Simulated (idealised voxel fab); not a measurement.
This section sets out a process module, namely voxel gate over fins.
This is section cut - it's 150 nm across, gridded in 5 nm square cells.
In what follows, cross-sections appear as grids of square cells, described through bands that run from the top down, where every band is one or more rows of cells.
Heights first: top, then bottom, in nm. Then materials, left to right, each with a width in nm. "everywhere" on a single material: fills the band edge to edge. "empty": empty space.
Heights are expressed relative to 0, this being the level below which the as-received wafer comprises one material exclusively. The lowest band is unbounded in the downward direction and is denoted as in "top 0, no bottom".
The width entry "30..40" should be interpreted row by row: the top row of cells in the band takes the first number, the bottom row takes the second number, and the change between adjacent rows is uniform throughout.
The cross-section has no changed cell in any step marked "nothing got changed".
"Enclosed voids" means: voids of 8 cells or more that are shut off from the top with no open way through. Written width x height at distance, distance from the left edge, in nm.
Note: text after step settings on the step line = simulator remark on that step.
overlay nm: how far to the right of its planned place the mask lay on this masked step (negative: to the left).
**Process steps (planned)**
- 1: RECEIVE [material Si]
- 2: CONFORMAL_DEP [material SiN] [thk nm 5]
- 3: MASKED_ETCH [tone cover] [mask id FINS] [width nm 15] [pitch nm 60] [etch materials SiN] [depth nm 5] [overlay nm 0]
- 4: MASKED_ETCH [tone cover] [mask id FINS] [width nm 15] [pitch nm 60] [etch materials Si] [depth nm 40] [overlay nm 0]
- 5: OXIDIZE [depth nm 5]
- 6: FILL_DEP [material SiO2] [thk nm 5]
- 7: CMP [height nm 5]
- 8: DIRECTIONAL_DEP [material aC] [thk nm 15]
- 9: PATTERN [tone open] [mask id RAIL] [material resist] [width nm 15] [thk nm 35] [overlay nm 0]
- 10: DIRECTIONAL_ETCH [etch materials aC] [depth nm 15]
- 11: STRIP [etch materials resist]
- 12: DIRECTIONAL_ETCH [etch materials SiO2] [depth nm 40]
- 13: STRIP [etch materials aC]
- 14: CONFORMAL_DEP [material TiN] [thk nm 5]
- 15: FILL_DEP [material W] [thk nm 10]
- 16: CMP [height nm 5]
- 17: SELECTIVE_ETCH [etch materials W Ru TiN] [depth nm 25]
- 18: FILL_DEP [material SiO2] [thk nm 5]
- 19: CMP [height nm 5]
- 20: SELECTIVE_ETCH [etch materials SiO2] [depth nm 20]
- 21: STRIP [etch materials SiN]
- 22: CONFORMAL_DEP [material HfO2] [thk nm 5]
- 23: CONFORMAL_DEP [material TiN] [thk nm 5]
- 24: FILL_DEP [material W] [thk nm 10]
- 25: CMP [height nm 15]
- 26: CONFORMAL_DEP [material SiCN] [thk nm 5]
**Incoming wafer, cross-sectional view, post step 1**
* top 0, no bottom = Si everywhere
* Enclosed voids: none
**Starting structure and process plan are as shown above, but one mistake was made in running the module; the wafer cross-section at the end of the module follows**
* top 20, bottom 15 = SiCN everywhere
* top 15, bottom 5 = W everywhere
* top 5, bottom 0 = W: 35, then TiN: 15, then W: 45, then TiN: 15, then W: 40
* top 0, bottom -10 = W: 35, then TiN: 5, then Si: 5, then TiN: 5, then W: 45, then TiN: 5, then Si: 5, then TiN: 5, then W: 40
* top -10, bottom -15 = TiN: 40, then Si: 5, then TiN: 55, then Si: 5, then TiN: 45
* top -15, bottom -20 = SiO2: 40, then Si: 5, then SiO2: 55, then Si: 5, then SiO2: 45
* top -20, bottom -30 = SiO2: 40, then Si: 5, then SiO2: 20, then TiN: 5, then W: 5, then TiN: 5, then SiO2: 20, then Si: 5, then SiO2: 45
* top -30, bottom -35 = SiO2: 40, then Si: 5, then SiO2: 20, then TiN: 15, then SiO2: 20, then Si: 5, then SiO2: 45
* top -35, bottom -45 = SiO2: 40, then Si: 5, then SiO2: 55, then Si: 5, then SiO2: 45
* top -45, no bottom = Si everywhere
* Enclosed voids: none
Heads up, the wafer didn't run the way we planned it: step 22 of the plan was excluded from execution and never run
